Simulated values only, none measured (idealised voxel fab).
voxel capacitor over wiring: a process module
Each square cell in cross-section cut measures 5 nm, and the section as a whole is 235 nm wide.
A cross-section is a grid of square cells, given in bands from the top down. A band is one or more rows of cells.
Basically the band line says how high the top is and how high the bottom is, in nm, and then what's in it from left to right, every material with its width in nm. Empty space shows up as "empty", and if a single material carries "everywhere" it runs the full band edge to edge.
Heads up on the height convention: 0 is the point under which the incoming wafer is all one material, and the lowest band has no bottom, it just keeps going down, like "from 0 down".
You'd read "30->40" like this: the band's top row of cells is as wide as the first number, its bottom row is as wide as the second, and going down, every row changes width by the same amount as the row before did.
"no modifications" (step): cross-section cells unchanged, all of them.
Entry "Trapped void list". Content: empty spaces with no open connection to the top, size 8 cells or greater. Each: width x height at distance. Distance: from left edge. Unit: nm.
Text after the settings on a step's line: the simulator's own remark on that step.
The line of a step may include "overlay nm". On a step with a mask, this value is how far to the right of its planned place the mask lay. A negative value means the mask lay to the left.

Here's what the planned process steps look like:
1) RECEIVE: material Si
2) CONFORMAL_DEP: material SiO2, thk nm 15
3) DIRECTIONAL_DEP: material TiN, thk nm 5
4) DIRECTIONAL_DEP: material Ru, thk nm 20
5) DIRECTIONAL_DEP: material aC, thk nm 10
6) PATTERN: tone cover, mask id METAL_1, material resist, width nm 20, pitch nm 90, thk nm 30, overlay nm 0
7) DIRECTIONAL_ETCH: etch materials aC, depth nm 10
8) STRIP: etch materials resist
9) DIRECTIONAL_ETCH: etch materials Ru, depth nm 20
10) DIRECTIONAL_ETCH: etch materials TiN, depth nm 5
11) STRIP: etch materials aC
12) FILL_DEP: material SiO2, thk nm 10
13) CMP: height nm 40
14) CONFORMAL_DEP: material SiCN, thk nm 5
15) DIRECTIONAL_DEP: material lowk, thk nm 15
16) MASKED_ETCH: tone open, mask id PLUG_1, width nm 15, etch materials lowk, depth nm 15, overlay nm 0
17) MASKED_ETCH: tone open, mask id PLUG_1, width nm 15, etch materials SiCN, depth nm 5, overlay nm 0
18) CONFORMAL_DEP: material TiN, thk nm 5
19) FILL_DEP: material Ru, thk nm 10
20) CMP: height nm 60
21) DIRECTIONAL_DEP: material TiN, thk nm 10
22) DIRECTIONAL_DEP: material Al2O3, thk nm 5
23) DIRECTIONAL_DEP: material TiN, thk nm 5
24) PATTERN: tone cover, mask id UPPER_PLATE, material resist, width nm 75, thk nm 20, overlay nm 0
25) DIRECTIONAL_ETCH: etch materials TiN, depth nm 5
26) DIRECTIONAL_ETCH: etch materials Al2O3, depth nm 5
27) STRIP: etch materials resist
28) PATTERN: tone cover, mask id LOWER_PLATE, material resist, width nm 85, thk nm 15, overlay nm 0
29) DIRECTIONAL_ETCH: etch materials TiN, depth nm 10
30) STRIP: etch materials resist
31) FILL_DEP: material SiO2, thk nm 15
32) CMP: height nm 90
33) MASKED_ETCH: tone open, mask id PLUG_2, width nm 15, etch materials SiO2, depth nm 10, overlay nm 0
34) CONFORMAL_DEP: material TiN, thk nm 5
35) FILL_DEP: material Ru, thk nm 10
36) CMP: height nm 90
37) CONFORMAL_DEP: material SiN, thk nm 5

Incoming wafer in cross-section (state: after step 1):
> from 0 down  Si everywhere
> Trapped void list: none

The plan above was carried out on the starting structure above with one mistake, and this cross-section shows the wafer at the end of the module:
> from 95 to 90  SiN everywhere
> from 90 to 85  SiO2: 75; TiN: 5; Ru: 5; TiN: 5; SiO2: 145
> from 85 to 75  SiO2: 75->70; TiN: 15->75; SiO2: 145->90
> from 75 to 70  SiO2: 70; Al2O3: 75; SiO2: 90
> from 70 to 60  SiO2: 60; TiN: 85; SiO2: 90
> from 60 to 45  lowk: 65; TiN: 5; Ru: 5; TiN: 5; lowk: 155
> from 45 to 40  SiCN: 65; TiN: 15; SiCN: 155
> from 40 to 20  SiO2: 60; Ru: 20; SiO2: 70; Ru: 20; SiO2: 65
> from 20 to 15  SiO2: 60; TiN: 20; SiO2: 70; TiN: 20; SiO2: 65
> from 15 to 0  SiO2 everywhere
> from 0 down  Si everywhere
> Trapped void list: none
Error vs. plan: step 24, actual vs plan mismatch, actual run PATTERN: tone cover, mask id UPPER_PLATE, material resist, width nm 75, thk nm 20, overlay nm 5
